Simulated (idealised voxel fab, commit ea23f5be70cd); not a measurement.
Process module in this document: voxel transistor to metal
Cross-section cut: width 205 nm, square cells of 5 nm.
In what follows, cross-sections appear as grids of square cells, described through bands that run from the top down, where every band is one or more rows of cells. For a band, the entry starts with two heights in nm, that of the top and then that of the bottom, and carries on with the band's materials in order from left to right, each alongside its width in nm; the word "edge to edge" beside a single material means it fills the band edge to edge, and "empty" means empty space. Basically, 0 is our baseline, since under it the wafer straight out of the box is all one material. The bottom band has no lower end and keeps on going down, so it looks like "0..down". The notation "30..40" denotes a width that varies across the rows of cells in the band, beginning at the first number in the top row, finishing at the second number in the bottom row, and changing by an identical amount from each row to the next. Basically "no change" means that step didn't change any cell in the cross-section. "Closed void register": empty spaces of 8 cells or more with no open way to the top, each given as width x height at distance, distance from the left edge, all in nm. Note: text after step settings on the step line = simulator remark on that step. Regarding "overlay nm": on a step with a mask, it is the distance the mask lay to the right of its planned place; a negative value places it to the left.
### Steps in the process plan
step 1: RECEIVE [material Si]
step 2: CONFORMAL_DEP [material SiO2] [thk nm 5]
step 3: CONFORMAL_DEP [material SiN] [thk nm 15]
step 4: MASKED_ETCH [tone cover] [mask id ACTIVE] [width nm 115] [etch materials SiN] [depth nm 15] [overlay nm 0]
step 5: MASKED_ETCH [tone cover] [mask id ACTIVE] [width nm 115] [etch materials SiO2] [depth nm 5] [overlay nm 0]
step 6: MASKED_ETCH [tone cover] [mask id ACTIVE] [width nm 115] [etch materials Si] [depth nm 30] [overlay nm 0]
step 7: OXIDIZE [depth nm 5]
step 8: FILL_DEP [material SiO2] [thk nm 15]
step 9: CMP [height nm 20]
step 10: SELECTIVE_ETCH [etch materials SiO2] [depth nm 5]
step 11: STRIP [etch materials SiN]
step 12: SELECTIVE_ETCH [etch materials SiO2] [depth nm 5]
step 13: OXIDIZE [depth nm 5]
step 14: DIRECTIONAL_DEP [material polySi] [thk nm 30]
step 15: DIRECTIONAL_DEP [material SiCN] [thk nm 10]
step 16: MASKED_ETCH [tone cover] [mask id GATE] [width nm 25] [etch materials SiCN] [depth nm 20] [overlay nm 0]
step 17: MASKED_ETCH [tone cover] [mask id GATE] [width nm 25] [etch materials polySi] [depth nm 40] [overlay nm 0]
step 18: CONFORMAL_DEP [material SiN] [thk nm 10]
step 19: DIRECTIONAL_ETCH [etch materials SiN] [depth nm 10]
step 20: DIRECTIONAL_ETCH [etch materials SiO2] [depth nm 5]
step 21: DIRECTIONAL_ETCH [etch materials Si] [depth nm 5]
step 22: EPI [material SiGe] [thk nm 5]
step 23: FILL_DEP [material SiO2] [thk nm 5]
step 24: CMP [height nm 40]
step 25: DIRECTIONAL_DEP [material SiO2] [thk nm 15]
step 26: DIRECTIONAL_DEP [material aC] [thk nm 10]
step 27: PATTERN [tone open] [mask id CONTACT] [material resist] [width nm 20] [pitch nm 85] [thk nm 30] [overlay nm 0]
step 28: DIRECTIONAL_ETCH [etch materials aC] [depth nm 10]
step 29: STRIP [etch materials resist]
step 30: DIRECTIONAL_ETCH [etch materials SiO2] [depth nm 60]
step 31: STRIP [etch materials aC]
step 32: CONFORMAL_DEP [material TiN] [thk nm 5]
step 33: FILL_DEP [material W] [thk nm 5]
step 34: CMP [height nm 55]
step 35: DIRECTIONAL_DEP [material TiN] [thk nm 5]
step 36: DIRECTIONAL_DEP [material W] [thk nm 25]
step 37: MASKED_ETCH [tone cover] [mask id METAL_1] [width nm 20] [pitch nm 85] [etch materials W] [depth nm 25] [overlay nm 0]
step 38: MASKED_ETCH [tone cover] [mask id METAL_1] [width nm 20] [pitch nm 85] [etch materials TiN] [depth nm 5] [overlay nm 0]
step 39: FILL_DEP [material lowk] [thk nm 10]
step 40: CMP [height nm 85]
step 41: CONFORMAL_DEP [material SiCN] [thk nm 5]
step 42: DIRECTIONAL_DEP [material SiO2] [thk nm 25]
step 43: DIRECTIONAL_DEP [material aC] [thk nm 15]
step 44: PATTERN [tone open] [mask id METAL_2] [material resist] [width nm 20] [pitch nm 85] [thk nm 30] [overlay nm 0]
step 45: DIRECTIONAL_ETCH [etch materials aC] [depth nm 15]
step 46: STRIP [etch materials resist]
step 47: DIRECTIONAL_ETCH [etch materials SiO2] [depth nm 15]
step 48: STRIP [etch materials aC]
step 49: DIRECTIONAL_DEP [material aC] [thk nm 15]
step 50: PATTERN [tone open] [mask id METAL_2_HOLES] [material resist] [width nm 15] [pitch nm 85] [thk nm 30] [overlay nm 0]
step 51: DIRECTIONAL_ETCH [etch materials aC] [depth nm 15]
step 52: STRIP [etch materials resist]
step 53: DIRECTIONAL_ETCH [etch materials SiO2] [depth nm 10]
step 54: DIRECTIONAL_ETCH [etch materials SiCN] [depth nm 5]
step 55: STRIP [etch materials aC]
step 56: CONFORMAL_DEP [material TiN] [thk nm 5]
step 57: FILL_DEP [material Ru] [thk nm 10]
step 58: CMP [height nm 115]
step 59: CONFORMAL_DEP [material SiCN] [thk nm 5]
### First of two wafers, processed according to plan
### Incoming wafer in cross-section (state: after step 1)
0..down | Si edge to edge
Closed void register: none
### After step 2, in cross-section
5..0 | SiO2 edge to edge
Below 0, the layers are the same as they were.
### After step 3, in cross-section
20..5 | SiN edge to edge
Below 5, the layers are the same as they were.
### After step 4, in cross-section
20..5 | empty 45, SiN 115, empty 45
Below 5, the layers are the same as they were.
### After step 5, in cross-section
20..5 | empty 45, SiN 115, empty 45
5..0 | empty 45, SiO2 115, empty 45
Below 0, the layers are the same as they were.
### After step 6, in cross-section
20..5 | empty 45, SiN 115, empty 45
5..0 | empty 45, SiO2 115, empty 45
0..-30 | empty 45, Si 115, empty 45
Below -30, the layers are the same as they were.
### After step 7, in cross-section
20..5 | empty 45, SiN 115, empty 45
5..0 | empty 45, SiO2 115, empty 45
0..-30 | empty 45, SiO2 5, Si 105, SiO2 5, empty 45
-30..-35 | SiO2 50, Si 105, SiO2 50
Below -35, the layers are the same as they were.
### After step 8, in cross-section
35..20 | SiO2 edge to edge
20..5 | SiO2 45, SiN 115, SiO2 45
5..0 | SiO2 edge to edge
0..-35 | SiO2 50, Si 105, SiO2 50
Below -35, the layers are the same as they were.
### After step 9, in cross-section
20..5 | SiO2 45, SiN 115, SiO2 45
Below 5, the layers are the same as they were.
### After step 10, in cross-section
20..15 | empty 45, SiN 115, empty 45
Below 15, the layers are the same as they were.
### After step 11, in cross-section
15..5 | SiO2 45, empty 115, SiO2 45
Below 5, the layers are the same as they were.
### After step 12, in cross-section
10..0 | SiO2 40, empty 125, SiO2 40
Below 0, the layers are the same as they were.
### After step 13, in cross-section
10..0 | SiO2 40, empty 125, SiO2 40
0..-5 | SiO2 edge to edge
Below -5, the layers are the same as they were.
### After step 14, in cross-section
40..30 | polySi 40, empty 125, polySi 40
30..10 | polySi edge to edge
10..0 | SiO2 40, polySi 125, SiO2 40
Below 0, the layers are the same as they were.
### After step 15, in cross-section
50..40 | SiCN 40, empty 125, SiCN 40
40..30 | polySi 40, SiCN 125, polySi 40
Below 30, the layers are the same as they were.
### After step 16, in cross-section
40..30 | polySi 40, empty 50, SiCN 25, empty 50, polySi 40
Below 30, the layers are the same as they were.
### After step 17, in cross-section
40..30 | empty 90, SiCN 25, empty 90
30..10 | empty 90, polySi 25, empty 90
10..0 | SiO2 40, empty 50, polySi 25, empty 50, SiO2 40
Below 0, the layers are the same as they were.
### After step 18, in cross-section
50..40 | empty 80, SiN 45, empty 80
40..30 | empty 80, SiN 10, SiCN 25, SiN 10, empty 80
30..20 | empty 80, SiN 10, polySi 25, SiN 10, empty 80
20..10 | SiN 50, empty 30, SiN 10, polySi 25, SiN 10, empty 30, SiN 50
10..0 | SiO2 40, SiN 50, polySi 25, SiN 50, SiO2 40
Below 0, the layers are the same as they were.
### After step 19, in cross-section
40..30 | empty 80, SiN 10, SiCN 25, SiN 10, empty 80
30..10 | empty 80, SiN 10, polySi 25, SiN 10, empty 80
10..0 | SiO2 40, SiN 10, empty 30, SiN 10, polySi 25, SiN 10, empty 30, SiN 10, SiO2 40
Below 0, the layers are the same as they were.
### After step 20, in cross-section
40..30 | empty 80, SiN 10, SiCN 25, SiN 10, empty 80
30..10 | empty 80, SiN 10, polySi 25, SiN 10, empty 80
10..5 | empty 40, SiN 10, empty 30, SiN 10, polySi 25, SiN 10, empty 30, SiN 10, empty 40
5..0 | SiO2 40, SiN 10, empty 30, SiN 10, polySi 25, SiN 10, empty 30, SiN 10, SiO2 40
0..-5 | SiO2 50, empty 30, SiO2 45, empty 30, SiO2 50
Below -5, the layers are the same as they were.
### After step 21, in cross-section
40..30 | empty 80, SiN 10, SiCN 25, SiN 10, empty 80
30..10 | empty 80, SiN 10, polySi 25, SiN 10, empty 80
10..5 | empty 40, SiN 10, empty 30, SiN 10, polySi 25, SiN 10, empty 30, SiN 10, empty 40
5..0 | SiO2 40, SiN 10, empty 30, SiN 10, polySi 25, SiN 10, empty 30, SiN 10, SiO2 40
0..-5 | SiO2 50, empty 30, SiO2 45, empty 30, SiO2 50
-5..-10 | SiO2 50, empty 30, Si 45, empty 30, SiO2 50
Below -10, the layers are the same as they were.
### After step 22, in cross-section
40..30 | empty 80, SiN 10, SiCN 25, SiN 10, empty 80
30..10 | empty 80, SiN 10, polySi 25, SiN 10, empty 80
10..5 | empty 40, SiN 10, empty 30, SiN 10, polySi 25, SiN 10, empty 30, SiN 10, empty 40
5..0 | SiO2 40, SiN 10, empty 30, SiN 10, polySi 25, SiN 10, empty 30, SiN 10, SiO2 40
0..-5 | SiO2 50, empty 25, SiGe 5, SiO2 45, SiGe 5, empty 25, SiO2 50
-5..-10 | SiO2 50, SiGe 30, Si 45, SiGe 30, SiO2 50
Below -10, the layers are the same as they were.
### After step 23, in cross-section
45..40 | SiO2 edge to edge
40..30 | SiO2 80, SiN 10, SiCN 25, SiN 10, SiO2 80
30..10 | SiO2 80, SiN 10, polySi 25, SiN 10, SiO2 80
10..0 | SiO2 40, SiN 10, SiO2 30, SiN 10, polySi 25, SiN 10, SiO2 30, SiN 10, SiO2 40
0..-5 | SiO2 75, SiGe 5, SiO2 45, SiGe 5, SiO2 75
Below -5, the layers are the same as they were.
### After step 24, in cross-section
40..30 | SiO2 80, SiN 10, SiCN 25, SiN 10, SiO2 80
Below 30, the layers are the same as they were.
### After step 25, in cross-section
55..40 | SiO2 edge to edge
Below 40, the layers are the same as they were.
### After step 26, in cross-section
65..55 | aC edge to edge
Below 55, the layers are the same as they were.
### After step 27, in cross-section
95..65 | resist 50, empty 20, resist 65, empty 20, resist 50
Below 65, the layers are the same as they were.
### After step 28, in cross-section
85..65 | resist 50, empty 20, resist 65, empty 20, resist 50
65..55 | aC 50, empty 20, aC 65, empty 20, aC 50
Below 55, the layers are the same as they were.
### After step 29, in cross-section
65..55 | aC 50, empty 20, aC 65, empty 20, aC 50
Below 55, the layers are the same as they were.
### After step 30, in cross-section
65..55 | aC 50, empty 20, aC 65, empty 20, aC 50
55..40 | SiO2 50, empty 20, SiO2 65, empty 20, SiO2 50
40..30 | SiO2 50, empty 20, SiO2 10, SiN 10, SiCN 25, SiN 10, SiO2 10, empty 20, SiO2 50
30..10 | SiO2 50, empty 20, SiO2 10, SiN 10, polySi 25, SiN 10, SiO2 10, empty 20, SiO2 50
10..0 | SiO2 40, SiN 10, empty 20, SiO2 10, SiN 10, polySi 25, SiN 10, SiO2 10, empty 20, SiN 10, SiO2 40
0..-5 | SiO2 50, empty 20, SiO2 5, SiGe 5, SiO2 45, SiGe 5, SiO2 5, empty 20, SiO2 50
Below -5, the layers are the same as they were.
### After step 31, in cross-section
55..40 | SiO2 50, empty 20, SiO2 65, empty 20, SiO2 50
Below 40, the layers are the same as they were.
### After step 32, in cross-section
60..55 | TiN 55, empty 10, TiN 75, empty 10, TiN 55
55..40 | SiO2 50, TiN 5, empty 10, TiN 5, SiO2 65, TiN 5, empty 10, TiN 5, SiO2 50
40..30 | SiO2 50, TiN 5, empty 10, TiN 5, SiO2 10, SiN 10, SiCN 25, SiN 10, SiO2 10, TiN 5, empty 10, TiN 5, SiO2 50
30..10 | SiO2 50, TiN 5, empty 10, TiN 5, SiO2 10, SiN 10, polySi 25, SiN 10, SiO2 10, TiN 5, empty 10, TiN 5, SiO2 50
10..0 | SiO2 40, SiN 10, TiN 5, empty 10, TiN 5, SiO2 10, SiN 10, polySi 25, SiN 10, SiO2 10, TiN 5, empty 10, TiN 5, SiN 10, SiO2 40
0..-5 | SiO2 50, TiN 20, SiO2 5, SiGe 5, SiO2 45, SiGe 5, SiO2 5, TiN 20, SiO2 50
Below -5, the layers are the same as they were.
### After step 33, in cross-section
65..60 | W edge to edge
60..55 | TiN 55, W 10, TiN 75, W 10, TiN 55
55..40 | SiO2 50, TiN 5, W 10, TiN 5, SiO2 65, TiN 5, W 10, TiN 5, SiO2 50
40..30 | SiO2 50, TiN 5, W 10, TiN 5, SiO2 10, SiN 10, SiCN 25, SiN 10, SiO2 10, TiN 5, W 10, TiN 5, SiO2 50
30..10 | SiO2 50, TiN 5, W 10, TiN 5, SiO2 10, SiN 10, polySi 25, SiN 10, SiO2 10, TiN 5, W 10, TiN 5, SiO2 50
10..0 | SiO2 40, SiN 10, TiN 5, W 10, TiN 5, SiO2 10, SiN 10, polySi 25, SiN 10, SiO2 10, TiN 5, W 10, TiN 5, SiN 10, SiO2 40
Below 0, the layers are the same as they were.
### After step 34, in cross-section
55..40 | SiO2 50, TiN 5, W 10, TiN 5, SiO2 65, TiN 5, W 10, TiN 5, SiO2 50
Below 40, the layers are the same as they were.
### After step 35, in cross-section
60..55 | TiN edge to edge
Below 55, the layers are the same as they were.
### After step 36, in cross-section
85..60 | W edge to edge
Below 60, the layers are the same as they were.
### After step 37, in cross-section
85..60 | empty 50, W 20, empty 65, W 20, empty 50
Below 60, the layers are the same as they were.
### After step 38, in cross-section
85..60 | empty 50, W 20, empty 65, W 20, empty 50
60..55 | empty 50, TiN 20, empty 65, TiN 20, empty 50
Below 55, the layers are the same as they were.
### After step 39, in cross-section
95..85 | lowk edge to edge
85..60 | lowk 50, W 20, lowk 65, W 20, lowk 50
60..55 | lowk 50, TiN 20, lowk 65, TiN 20, lowk 50
Below 55, the layers are the same as they were.
### After step 40, in cross-section
85..60 | lowk 50, W 20, lowk 65, W 20, lowk 50
Below 60, the layers are the same as they were.
### After step 41, in cross-section
90..85 | SiCN edge to edge
Below 85, the layers are the same as they were.
### After step 42, in cross-section
115..90 | SiO2 edge to edge
Below 90, the layers are the same as they were.
### After step 43, in cross-section
130..115 | aC edge to edge
Below 115, the layers are the same as they were.
### After step 44, in cross-section
160..130 | resist 50, empty 20, resist 65, empty 20, resist 50
Below 130, the layers are the same as they were.
### After step 45, in cross-section
145..130 | resist 50, empty 20, resist 65, empty 20, resist 50
130..115 | aC 50, empty 20, aC 65, empty 20, aC 50
Below 115, the layers are the same as they were.
### After step 46, in cross-section
130..115 | aC 50, empty 20, aC 65, empty 20, aC 50
Below 115, the layers are the same as they were.
### After step 47, in cross-section
130..115 | aC 50, empty 20, aC 65, empty 20, aC 50
115..100 | SiO2 50, empty 20, SiO2 65, empty 20, SiO2 50
Below 100, the layers are the same as they were.
### After step 48, in cross-section
115..100 | SiO2 50, empty 20, SiO2 65, empty 20, SiO2 50
Below 100, the layers are the same as they were.
### After step 49, in cross-section
130..115 | aC 50, empty 20, aC 65, empty 20, aC 50
115..100 | SiO2 50, aC 20, SiO2 65, aC 20, SiO2 50
Below 100, the layers are the same as they were.
### After step 50, in cross-section
160..130 | resist 50, empty 15, resist 70, empty 15, resist 55
130..115 | aC 50, empty 15, resist 5, aC 65, empty 15, resist 5, aC 50
Below 115, the layers are the same as they were.
### After step 51, in cross-section
145..130 | resist 50, empty 15, resist 70, empty 15, resist 55
130..115 | aC 50, empty 15, resist 5, aC 65, empty 15, resist 5, aC 50
115..100 | SiO2 50, empty 15, aC 5, SiO2 65, empty 15, aC 5, SiO2 50
Below 100, the layers are the same as they were.
### After step 52, in cross-section
130..115 | aC 50, empty 20, aC 65, empty 20, aC 50
Below 115, the layers are the same as they were.
### After step 53, in cross-section
130..115 | aC 50, empty 20, aC 65, empty 20, aC 50
115..100 | SiO2 50, empty 15, aC 5, SiO2 65, empty 15, aC 5, SiO2 50
100..90 | SiO2 50, empty 15, SiO2 70, empty 15, SiO2 55
Below 90, the layers are the same as they were.
### After step 54, in cross-section
130..115 | aC 50, empty 20, aC 65, empty 20, aC 50
115..100 | SiO2 50, empty 15, aC 5, SiO2 65, empty 15, aC 5, SiO2 50
100..90 | SiO2 50, empty 15, SiO2 70, empty 15, SiO2 55
90..85 | SiCN 50, empty 15, SiCN 70, empty 15, SiCN 55
Below 85, the layers are the same as they were.
### After step 55, in cross-section
115..100 | SiO2 50, empty 20, SiO2 65, empty 20, SiO2 50
Below 100, the layers are the same as they were.
### After step 56, in cross-section
120..115 | TiN 55, empty 10, TiN 75, empty 10, TiN 55
115..105 | SiO2 50, TiN 5, empty 10, TiN 5, SiO2 65, TiN 5, empty 10, TiN 5, SiO2 50
105..100 | SiO2 50, TiN 5, empty 5, TiN 10, SiO2 65, TiN 5, empty 5, TiN 10, SiO2 50
100..90 | SiO2 50, TiN 5, empty 5, TiN 5, SiO2 70, TiN 5, empty 5, TiN 5, SiO2 55
90..85 | SiCN 50, TiN 15, SiCN 70, TiN 15, SiCN 55
Below 85, the layers are the same as they were.
### After step 57, in cross-section
130..120 | Ru edge to edge
120..115 | TiN 55, Ru 10, TiN 75, Ru 10, TiN 55
115..105 | SiO2 50, TiN 5, Ru 10, TiN 5, SiO2 65, TiN 5, Ru 10, TiN 5, SiO2 50
105..100 | SiO2 50, TiN 5, Ru 5, TiN 10, SiO2 65, TiN 5, Ru 5, TiN 10, SiO2 50
100..90 | SiO2 50, TiN 5, Ru 5, TiN 5, SiO2 70, TiN 5, Ru 5, TiN 5, SiO2 55
Below 90, the layers are the same as they were.
### After step 58, in cross-section
115..105 | SiO2 50, TiN 5, Ru 10, TiN 5, SiO2 65, TiN 5, Ru 10, TiN 5, SiO2 50
Below 105, the layers are the same as they were.
### After step 59, in cross-section
120..115 | SiCN edge to edge
Below 115, the layers are the same as they were.
### What follows concerns the second wafer, which started out like the first and was meant to follow the very same plan; one mistake crept in when it was run, but everything up to and including step 35 is the same as for the first wafer
### Second wafer, section view, time point: scheduled end of step 36
75..60 | W edge to edge
Below 60, the layers are the same as they were.
### Second wafer, section view, time point: scheduled end of step 37
75..60 | empty 50, W 20, empty 65, W 20, empty 50
Below 60, the layers are the same as they were.
### Second wafer, section view, time point: scheduled end of step 38
75..60 | empty 50, W 20, empty 65, W 20, empty 50
60..55 | empty 50, TiN 20, empty 65, TiN 20, empty 50
Below 55, the layers are the same as they were.
### Second wafer, section view, time point: scheduled end of step 39
85..75 | lowk edge to edge
75..60 | lowk 50, W 20, lowk 65, W 20, lowk 50
60..55 | lowk 50, TiN 20, lowk 65, TiN 20, lowk 50
Below 55, the layers are the same as they were.
Second wafer, section view, time point: scheduled end of step 40: no change
### Second wafer, section view, time point: scheduled end of step 41
90..85 | SiCN edge to edge
Below 85, the layers are the same as they were.
### Second wafer, section view, time point: scheduled end of step 42
115..90 | SiO2 edge to edge
Below 90, the layers are the same as they were.
### Second wafer, section view, time point: scheduled end of step 43
130..115 | aC edge to edge
Below 115, the layers are the same as they were.
### Second wafer, section view, time point: scheduled end of step 44
160..130 | resist 50, empty 20, resist 65, empty 20, resist 50
Below 130, the layers are the same as they were.
### Second wafer, section view, time point: scheduled end of step 45
145..130 | resist 50, empty 20, resist 65, empty 20, resist 50
130..115 | aC 50, empty 20, aC 65, empty 20, aC 50
Below 115, the layers are the same as they were.
### Second wafer, section view, time point: scheduled end of step 46
130..115 | aC 50, empty 20, aC 65, empty 20, aC 50
Below 115, the layers are the same as they were.
### Second wafer, section view, time point: scheduled end of step 47
130..115 | aC 50, empty 20, aC 65, empty 20, aC 50
115..100 | SiO2 50, empty 20, SiO2 65, empty 20, SiO2 50
Below 100, the layers are the same as they were.
### Second wafer, section view, time point: scheduled end of step 48
115..100 | SiO2 50, empty 20, SiO2 65, empty 20, SiO2 50
Below 100, the layers are the same as they were.
### Second wafer, section view, time point: scheduled end of step 49
130..115 | aC 50, empty 20, aC 65, empty 20, aC 50
115..100 | SiO2 50, aC 20, SiO2 65, aC 20, SiO2 50
Below 100, the layers are the same as they were.
### Second wafer, section view, time point: scheduled end of step 50
160..130 | resist 50, empty 15, resist 70, empty 15, resist 55
130..115 | aC 50, empty 15, resist 5, aC 65, empty 15, resist 5, aC 50
Below 115, the layers are the same as they were.
### Second wafer, section view, time point: scheduled end of step 51
145..130 | resist 50, empty 15, resist 70, empty 15, resist 55
130..115 | aC 50, empty 15, resist 5, aC 65, empty 15, resist 5, aC 50
115..100 | SiO2 50, empty 15, aC 5, SiO2 65, empty 15, aC 5, SiO2 50
Below 100, the layers are the same as they were.
### Second wafer, section view, time point: scheduled end of step 52
130..115 | aC 50, empty 20, aC 65, empty 20, aC 50
Below 115, the layers are the same as they were.
### Second wafer, section view, time point: scheduled end of step 53
130..115 | aC 50, empty 20, aC 65, empty 20, aC 50
115..100 | SiO2 50, empty 15, aC 5, SiO2 65, empty 15, aC 5, SiO2 50
100..90 | SiO2 50, empty 15, SiO2 70, empty 15, SiO2 55
Below 90, the layers are the same as they were.
### Second wafer, section view, time point: scheduled end of step 54
130..115 | aC 50, empty 20, aC 65, empty 20, aC 50
115..100 | SiO2 50, empty 15, aC 5, SiO2 65, empty 15, aC 5, SiO2 50
100..90 | SiO2 50, empty 15, SiO2 70, empty 15, SiO2 55
90..85 | SiCN 50, empty 15, SiCN 70, empty 15, SiCN 55
Below 85, the layers are the same as they were.
### Second wafer, section view, time point: scheduled end of step 55
115..100 | SiO2 50, empty 20, SiO2 65, empty 20, SiO2 50
Below 100, the layers are the same as they were.
### Second wafer, section view, time point: scheduled end of step 56
120..115 | TiN 55, empty 10, TiN 75, empty 10, TiN 55
115..105 | SiO2 50, TiN 5, empty 10, TiN 5, SiO2 65, TiN 5, empty 10, TiN 5, SiO2 50
105..100 | SiO2 50, TiN 5, empty 5, TiN 10, SiO2 65, TiN 5, empty 5, TiN 10, SiO2 50
100..90 | SiO2 50, TiN 5, empty 5, TiN 5, SiO2 70, TiN 5, empty 5, TiN 5, SiO2 55
90..85 | SiCN 50, TiN 15, SiCN 70, TiN 15, SiCN 55
Below 85, the layers are the same as they were.
### Second wafer, section view, time point: scheduled end of step 57
130..120 | Ru edge to edge
120..115 | TiN 55, Ru 10, TiN 75, Ru 10, TiN 55
115..105 | SiO2 50, TiN 5, Ru 10, TiN 5, SiO2 65, TiN 5, Ru 10, TiN 5, SiO2 50
105..100 | SiO2 50, TiN 5, Ru 5, TiN 10, SiO2 65, TiN 5, Ru 5, TiN 10, SiO2 50
100..90 | SiO2 50, TiN 5, Ru 5, TiN 5, SiO2 70, TiN 5, Ru 5, TiN 5, SiO2 55
Below 90, the layers are the same as they were.
### Second wafer, section view, time point: scheduled end of step 58
115..105 | SiO2 50, TiN 5, Ru 10, TiN 5, SiO2 65, TiN 5, Ru 10, TiN 5, SiO2 50
Below 105, the layers are the same as they were.
### Second wafer, section view, time point: scheduled end of step 59
120..115 | SiCN edge to edge
Below 115, the layers are the same as they were.
Heads up, the wafer didn't run the way we planned it: step 36: run off-plan, actual operation and settings DIRECTIONAL_DEP [material W] [thk nm 15]
FYI, end of process, the second wafer has more or fewer cells of some materials than the first: W -16 | lowk +16
